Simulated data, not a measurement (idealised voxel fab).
process module | voxel capacitor over wiring
cross-section cut | 295 nm wide | cells 5 nm
A cross-section is a grid of square cells, given in bands from the top down. A band is one or more rows of cells.
Each band's line starts with the height of the band's top and of its bottom, in nm. Then come its materials from left to right, each with its width in nm. One material with "throughout" fills the band from edge to edge. "air" is empty space.
Height 0 is the level under which the wafer as received is all one material. The lowest band goes on downwards, as in "0 down".
A width such as "30 to 40" changes by the same amount from each row of cells to the next, from the band's top row to its bottom row.
"no change" after a step means that no cell of the cross-section changed.
closed voids: empty space of 8 cells or more with no open way to the top, each as width x height at its distance from the left edge, in nm
after a step's settings: what the simulator itself notes on the step
overlay nm, on a step with a mask: how far to the right of its planned place the mask lay; to the left if negative
plan
1 op RECEIVE | material Si
2 op CONFORMAL_DEP | material SiO2 | thk nm 10
3 op CONFORMAL_DEP | material SiCN | thk nm 5
4 op DIRECTIONAL_DEP | material SiO2 | thk nm 25
5 op MASKED_ETCH | tone open | mask id METAL_1 | width nm 20 | pitch nm 85 | etch materials SiO2 | depth nm 25 | overlay nm 0
6 op MASKED_ETCH | tone open | mask id METAL_1 | width nm 20 | pitch nm 85 | etch materials SiCN | depth nm 5 | overlay nm 0
7 op CONFORMAL_DEP | material TiN | thk nm 5
8 op FILL_DEP | material W | thk nm 5
9 op CMP | height nm 40
10 op CONFORMAL_DEP | material SiCN | thk nm 5
11 op DIRECTIONAL_DEP | material lowk | thk nm 10
12 op DIRECTIONAL_DEP | material aC | thk nm 10
13 op PATTERN | tone open | mask id PLUG_1 | material resist | width nm 15 | thk nm 30 | overlay nm 0
14 op DIRECTIONAL_ETCH | etch materials aC | depth nm 10
15 op STRIP | etch materials resist
16 op DIRECTIONAL_ETCH | etch materials lowk | depth nm 10
17 op DIRECTIONAL_ETCH | etch materials SiCN | depth nm 5
18 op STRIP | etch materials aC
19 op EPI | material Ru | thk nm 10
20 op EPI | material Ru | thk nm 5
21 op DIRECTIONAL_DEP | material TiN | thk nm 10
22 op DIRECTIONAL_DEP | material HfO2 | thk nm 5
23 op DIRECTIONAL_DEP | material TiN | thk nm 5
24 op MASKED_ETCH | tone cover | mask id UPPER_PLATE | width nm 70 | etch materials TiN | depth nm 5 | overlay nm 0
25 op MASKED_ETCH | tone cover | mask id UPPER_PLATE | width nm 70 | etch materials HfO2 | depth nm 5 | overlay nm 0
26 op MASKED_ETCH | tone cover | mask id LOWER_PLATE | width nm 80 | etch materials TiN | depth nm 10 | overlay nm 0
27 op FILL_DEP | material SiO2 | thk nm 15
28 op CMP | height nm 85
29 op PATTERN | tone open | mask id PLUG_2 | material resist | width nm 15 | thk nm 20 | overlay nm 0
30 op DIRECTIONAL_ETCH | etch materials SiO2 | depth nm 10
31 op STRIP | etch materials resist
32 op CONFORMAL_DEP | material TiN | thk nm 5
33 op FILL_DEP | material Ru | thk nm 5
34 op CMP | height nm 85
35 op CONFORMAL_DEP | material SiCN | thk nm 5
as received, after step 1
  0 down: Si throughout
  closed voids: none
first wafer at the end, as planned
  90 to 85: SiCN throughout
  85 to 80: SiO2 110 | TiN 5 | Ru 5 | TiN 5 | SiO2 170
  80 to 70: SiO2 110 to 100 | TiN 15 to 70 | SiO2 170 to 125
  70 to 65: SiO2 100 | HfO2 70 | SiO2 125
  65 to 55: SiO2 95 | TiN 80 | SiO2 120
  55 to 45: lowk 100 | Ru 15 | lowk 180
  45 to 40: SiCN 100 | Ru 15 | SiCN 180
  40 to 15: SiO2 95 | TiN 5 | W 10 | TiN 5 | SiO2 65 | TiN 5 | W 10 | TiN 5 | SiO2 95
  15 to 10: SiCN 95 | TiN 20 | SiCN 65 | TiN 20 | SiCN 95
  10 to 0: SiO2 throughout
  0 down: Si throughout
  closed voids: none
second wafer at the end: like start, like plan, one mistake
  90 to 85: SiCN throughout
  85 to 75: SiO2 110 to 100 | TiN 15 to 25 | SiO2 170
  75 to 70: SiO2 100 | HfO2 20 | TiN 50 | SiO2 125
  70 to 65: SiO2 95 | TiN 25 | HfO2 50 | SiO2 125
  65 to 60: SiO2 95 | TiN 80 | SiO2 120
  60 to 55: SiO2 95 | Ru 25 | TiN 55 | SiO2 120
  55 to 45: lowk 100 | Ru 15 | lowk 180
  45 to 40: W throughout
  40 to 15: SiO2 95 | TiN 5 | W 10 | TiN 5 | SiO2 65 | TiN 5 | W 10 | TiN 5 | SiO2 95
  15 to 10: SiCN 95 | TiN 20 | SiCN 65 | TiN 20 | SiCN 95
  10 to 0: SiO2 throughout
  0 down: Si throughout
  closed voids: none
what went wrong: step 10 ran as: op CONFORMAL_DEP | material W | thk nm 5
at the end the second wafer has, in cells: 1 more of Ru | 56 fewer of SiCN | 3 fewer of SiO2 | 1 fewer of TiN | 59 more of W
